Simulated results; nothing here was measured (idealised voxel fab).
process module | voxel self aligned contacts
cross-section cut | 220 nm wide | cells 5 nm
A cross-section is a grid of square cells, given in bands from the top down. A band is one or more rows of cells.
Each band's line starts with the height of the band's top and of its bottom, in nm. Then come its materials from left to right, each with its width in nm. One material with "throughout" fills the band from edge to edge. "air" is empty space.
Height 0 is the level under which the wafer as received is all one material. The lowest band goes on downwards, as in "0 down".
A width such as "30 to 40" changes by the same amount from each row of cells to the next, from the band's top row to its bottom row.
"no change" after a step means that no cell of the cross-section changed.
closed voids: empty space of 8 cells or more with no open way to the top, each as width x height at its distance from the left edge, in nm
after a step's settings: what the simulator itself notes on the step
overlay nm, on a step with a mask: how far to the right of its planned place the mask lay; to the left if negative
plan
1 op RECEIVE | material Si
2 op CONFORMAL_DEP | material SiO2 | thk nm 5
3 op DIRECTIONAL_DEP | material polySi | thk nm 25
4 op DIRECTIONAL_DEP | material SiN | thk nm 15
5 op PATTERN | tone cover | mask id GATE | material resist | width nm 35 | pitch nm 70 | thk nm 20 | overlay nm 0
6 op DIRECTIONAL_ETCH | etch materials SiN | depth nm 15
7 op DIRECTIONAL_ETCH | etch materials polySi | depth nm 25
8 op STRIP | etch materials resist
9 op CONFORMAL_DEP | material SiN | thk nm 5
10 op DIRECTIONAL_ETCH | etch materials SiN | depth nm 5
11 op FILL_DEP | material SiO2 | thk nm 10
12 op CMP | height nm 50
13 op DIRECTIONAL_DEP | material aC | thk nm 10
14 op PATTERN | tone open | mask id CONTACT | material resist | width nm 45 | pitch nm 70 | thk nm 30 | overlay nm 0
15 op DIRECTIONAL_ETCH | etch materials aC | depth nm 10
16 op STRIP | etch materials resist
17 op DIRECTIONAL_ETCH | etch materials SiO2 | depth nm 50
18 op STRIP | etch materials aC
19 op CONFORMAL_DEP | material TiN | thk nm 5
20 op FILL_DEP | material Ru | thk nm 10
21 op CMP | height nm 50
22 op CONFORMAL_DEP | material SiCN | thk nm 5
varied across the wafers: width nm of step 14. The plan shows the first wafer's value. All wafers start alike
first wafer as received, after step 1
  0 down: Si throughout
  closed voids: none
first wafer at the end, after step 22
  55 to 50: SiCN throughout
  50 to 45: SiO2 50 | TiN 15 | Ru 15 | TiN 15 | SiO2 25 | TiN 15 | Ru 15 | TiN 15 | SiO2 55
  45 to 30: SiO2 15 | SiN 45 | TiN 5 | Ru 15 | TiN 5 | SiN 45 | TiN 5 | Ru 15 | TiN 5 | SiN 45 | SiO2 20
  30 to 5: SiO2 15 | SiN 5 | polySi 35 | SiN 5 | TiN 5 | Ru 15 | TiN 5 | SiN 5 | polySi 35 | SiN 5 | TiN 5 | Ru 15 | TiN 5 | SiN 5 | polySi 35 | SiN 5 | SiO2 20
  5 to 0: SiO2 60 | TiN 25 | SiO2 45 | TiN 25 | SiO2 65
  0 down: Si throughout
  closed voids: none
last wafer at the end
  55 to 50: SiCN throughout
  50 to 45: SiO2 45 | TiN 20 | Ru 15 | TiN 20 | SiO2 15 | TiN 20 | Ru 15 | TiN 20 | SiO2 50
  45 to 30: SiO2 15 | SiN 45 | TiN 5 | Ru 15 | TiN 5 | SiN 45 | TiN 5 | Ru 15 | TiN 5 | SiN 45 | SiO2 20
  30 to 5: SiO2 15 | SiN 5 | polySi 35 | SiN 5 | TiN 5 | Ru 15 | TiN 5 | SiN 5 | polySi 35 | SiN 5 | TiN 5 | Ru 15 | TiN 5 | SiN 5 | polySi 35 | SiN 5 | SiO2 20
  5 to 0: SiO2 60 | TiN 25 | SiO2 45 | TiN 25 | SiO2 65
  0 down: Si throughout
  closed voids: none
each wafer at the end: cells of each material gained (+) or lost (-) since it was received, then its closed voids
width nm 45 | +54 Ru | +44 SiCN | +111 SiN | +116 SiO2 | +54 TiN | +105 polySi | closed voids: none
width nm 50 | +54 Ru | +44 SiCN | +111 SiN | +114 SiO2 | +56 TiN | +105 polySi | closed voids: none
width nm 55 | +54 Ru | +44 SiCN | +111 SiN | +112 SiO2 | +58 TiN | +105 polySi | closed voids: none
